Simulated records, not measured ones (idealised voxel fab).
The document below concerns the process module designated voxel released beams.
Cross-section cut: width 280 nm, square cells of 5 nm.
Notation: cross-section as square-cell grid; stated in bands, top first, going down; one or more cell rows per band. What a band's entry tells you: where the top is and where the bottom is, as heights in nm, and after that what lies inside, material by material from left to right, each with its width in nm. Empty space is written as the word "empty", and a single material marked with the word "all across" occupies the band from edge to edge. Height datum 0, below which the as-received substrate wafer is one material. Lowest band open at the bottom, running downward: "from 0 down". Read "30 to 40" as a graded width: first number on top, second number at the bottom, same change between each pair of neighbouring rows. It should be understood that the words "nothing was modified", when stated for a given step, signify that the cross-section underwent no change in any of its cells during that step. Each empty space that has no open way to the top and spans at least 8 cells appears under "Internal closed voids" as width x height at distance, the distance counted from the left edge, all in nm. Formally, on a step line, whatever follows the settings is a remark that the simulator itself makes on the step. The setting "overlay nm" may be written on the line of a step. When the step uses a mask, the value reports how far to the right of the planned place the mask lay, and a negative value reports that it lay to the left.
**These are the steps we planned for the process**
step 1: RECEIVE (material Si)
step 2: CONFORMAL_DEP (material SiN; thk nm 10)
step 3: DIRECTIONAL_DEP (material SiO2; thk nm 15)
step 4: DIRECTIONAL_DEP (material aC; thk nm 10)
step 5: PATTERN (tone open; mask id ANCHOR; material resist; width nm 35; thk nm 30; overlay nm 0)
step 6: DIRECTIONAL_ETCH (etch materials aC; depth nm 10)
step 7: STRIP (etch materials resist)
step 8: DIRECTIONAL_ETCH (etch materials SiO2; depth nm 15)
step 9: STRIP (etch materials aC)
step 10: CONFORMAL_DEP (material W; thk nm 10)
step 11: MASKED_ETCH (tone cover; mask id BEAM; width nm 120; etch materials W; depth nm 10; overlay nm 0)
step 12: STRIP (etch materials SiO2)
**Of two wafers, the first: run according to plan**
**As-received wafer cross-section (after step 1)**
* from 0 down | Si all across
* Internal closed voids: none
**Cross-section through the wafer, step 2 finished**
* from 10 to 0 | SiN all across
* Under the height 0 nothing was changed.
**Cross-section through the wafer, step 3 finished**
* from 25 to 10 | SiO2 all across
* Under the height 10 nothing was changed.
**Cross-section through the wafer, step 4 finished**
* from 35 to 25 | aC all across
* Under the height 25 nothing was changed.
**Cross-section through the wafer, step 5 finished**
* from 65 to 35 | resist: 80; empty: 35; resist: 165
* Under the height 35 nothing was changed.
**Cross-section through the wafer, step 6 finished**
* from 55 to 35 | resist: 80; empty: 35; resist: 165
* from 35 to 25 | aC: 80; empty: 35; aC: 165
* Under the height 25 nothing was changed.
**Cross-section through the wafer, step 7 finished**
* from 35 to 25 | aC: 80; empty: 35; aC: 165
* Under the height 25 nothing was changed.
**Cross-section through the wafer, step 8 finished**
* from 35 to 25 | aC: 80; empty: 35; aC: 165
* from 25 to 10 | SiO2: 80; empty: 35; SiO2: 165
* Under the height 10 nothing was changed.
**Cross-section through the wafer, step 9 finished**
* from 25 to 10 | SiO2: 80; empty: 35; SiO2: 165
* Under the height 10 nothing was changed.
**Cross-section through the wafer, step 10 finished**
* from 35 to 25 | W: 90; empty: 15; W: 175
* from 25 to 20 | SiO2: 80; W: 10; empty: 15; W: 10; SiO2: 165
* from 20 to 10 | SiO2: 80; W: 35; SiO2: 165
* Under the height 10 nothing was changed.
**Cross-section through the wafer, step 11 finished**
* from 35 to 25 | empty: 75; W: 15; empty: 15; W: 90; empty: 85
* Under the height 25 nothing was changed.
**Cross-section through the wafer, step 12 finished**
* from 35 to 25 | empty: 75; W: 15; empty: 15; W: 90; empty: 85
* from 25 to 20 | empty: 80; W: 10; empty: 15; W: 10; empty: 165
* from 20 to 10 | empty: 80; W: 35; empty: 165
* Under the height 10 nothing was changed.
**second wafer: like start, like plan, one mistake. Through step 1 it matches the first wafer**
Second wafer profile in section, at the moment step 2 of the plan was meant to be complete: nothing was modified
**Second wafer profile in section, at the moment step 3 of the plan was meant to be complete**
* from 15 to 0 | SiO2 all across
* Under the height 0 nothing was changed.
**Second wafer profile in section, at the moment step 4 of the plan was meant to be complete**
* from 25 to 15 | aC all across
* Under the height 15 nothing was changed.
**Second wafer profile in section, at the moment step 5 of the plan was meant to be complete**
* from 55 to 25 | resist: 80; empty: 35; resist: 165
* Under the height 25 nothing was changed.
**Second wafer profile in section, at the moment step 6 of the plan was meant to be complete**
* from 45 to 25 | resist: 80; empty: 35; resist: 165
* from 25 to 15 | aC: 80; empty: 35; aC: 165
* Under the height 15 nothing was changed.
**Second wafer profile in section, at the moment step 7 of the plan was meant to be complete**
* from 25 to 15 | aC: 80; empty: 35; aC: 165
* Under the height 15 nothing was changed.
**Second wafer profile in section, at the moment step 8 of the plan was meant to be complete**
* from 25 to 15 | aC: 80; empty: 35; aC: 165
* from 15 to 0 | SiO2: 80; empty: 35; SiO2: 165
* Under the height 0 nothing was changed.
**Second wafer profile in section, at the moment step 9 of the plan was meant to be complete**
* from 15 to 0 | SiO2: 80; empty: 35; SiO2: 165
* Under the height 0 nothing was changed.
**Second wafer profile in section, at the moment step 10 of the plan was meant to be complete**
* from 25 to 15 | W: 90; empty: 15; W: 175
* from 15 to 10 | SiO2: 80; W: 10; empty: 15; W: 10; SiO2: 165
* from 10 to 0 | SiO2: 80; W: 35; SiO2: 165
* Under the height 0 nothing was changed.
**Second wafer profile in section, at the moment step 11 of the plan was meant to be complete**
* from 25 to 15 | empty: 75; W: 15; empty: 15; W: 90; empty: 85
* Under the height 15 nothing was changed.
**Second wafer profile in section, at the moment step 12 of the plan was meant to be complete**
* from 25 to 15 | empty: 75; W: 15; empty: 15; W: 90; empty: 85
* from 15 to 10 | empty: 80; W: 10; empty: 15; W: 10; empty: 165
* from 10 to 0 | empty: 80; W: 35; empty: 165
* Under the height 0 nothing was changed.
Here's what went sideways: step 2 of the plan: omitted, not performed
Materials where the second wafer ends with more or fewer cells than the first: -112 SiN
